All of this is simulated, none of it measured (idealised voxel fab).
Proc. module: voxel ribs on slabs
For reference, the cross-section in this document is cut, with width 145 nm and square cells of 5 nm.
Cross-section spec: square-cell grid; bands listed top down; each band is one or more rows. Band entry format. Leading values: height of top, height of bottom, nm. Remainder: materials in left-to-right order, each with its width in nm. Special words: "throughout" on a single material, which then fills the band edge to edge; "empty", empty space. Height is counted from the level 0, under which the received wafer is composed throughout of one material. The lowest of the bands is not closed at the bottom but continues downward, in the notation "from 0 down". The two numbers in a width such as "30 to 40" mark its ends across the band: the first belongs to the top row of cells, the second to the bottom row, and from each row to the next the width moves by the same amount. When a step is marked "nothing changed", none of the cells in the cross-section changed during that step. "Non-vented voids" - sealed voids, min. 8 cells, no opening to top; format: width x height at distance (distance from left edge; nm throughout). Whatever follows a step's settings on its line is a remark the simulator itself makes about that step. You can add "overlay nm" to a step's line. For a step with a mask, it describes how far the mask lay to the right of its planned position, and a negative number describes a lay to the left.
### Intended process steps
- 1: RECEIVE | material Si
- 2: DIRECTIONAL_DEP | material SiO2 | thk nm 25
- 3: DIRECTIONAL_DEP | material SiN | thk nm 20
- 4: DIRECTIONAL_DEP | material aC | thk nm 15
- 5: PATTERN | tone cover | mask id RIB | material resist | width nm 30 | thk nm 35 | overlay nm 0
- 6: DIRECTIONAL_ETCH | etch materials aC | depth nm 15
- 7: STRIP | etch materials resist
- 8: DIRECTIONAL_ETCH | etch materials SiN | depth nm 5
- 9: STRIP | etch materials aC
- 10: PATTERN | tone cover | mask id SLAB | material resist | width nm 90 | thk nm 20 | overlay nm 0
- 11: DIRECTIONAL_ETCH | etch materials SiN | depth nm 15
- 12: STRIP | etch materials resist
- 13: FILL_DEP | material SiO2 | thk nm 15
- 14: CMP | height nm 55
- 15: DIRECTIONAL_DEP | material TiN | thk nm 5
- 16: MASKED_ETCH | tone cover | mask id HEATER | width nm 40 | etch materials TiN | depth nm 5 | overlay nm 0
- 17: CONFORMAL_DEP | material SiO2 | thk nm 10
### as received, after step 1
- from 0 down | Si throughout
- Non-vented voids: none
### End-of-module XS, first of two wafers, run as planned
- from 70 to 65 | empty: 40  SiO2: 60  empty: 45
- from 65 to 60 | SiO2 throughout
- from 60 to 55 | SiO2: 50  TiN: 40  SiO2: 55
- from 55 to 45 | SiO2 throughout
- from 45 to 40 | SiO2: 55  SiN: 30  SiO2: 60
- from 40 to 25 | SiO2: 25  SiN: 90  SiO2: 30
- from 25 to 0 | SiO2 throughout
- from 0 down | Si throughout
- Non-vented voids: none
### End of module, second wafer, cross-section. Started like the first, planned like the first, run with one mistake
- from 70 to 65 | empty: 40  SiO2: 60  empty: 45
- from 65 to 60 | SiO2 throughout
- from 60 to 55 | SiO2: 50  TiN: 40  SiO2: 55
- from 55 to 40 | SiO2: 25  SiN: 90  SiO2: 30
- from 40 to 25 | aC throughout
- from 25 to 0 | SiO2 throughout
- from 0 down | Si throughout
- Non-vented voids: none
The mistake made against the process plan was this: a sequencing error occurred in which plan steps 3 and 4 were transposed
Heads up, by the end the second wafer has more or fewer cells of some materials compared to the first: SiN -6, SiO2 -81, aC +87
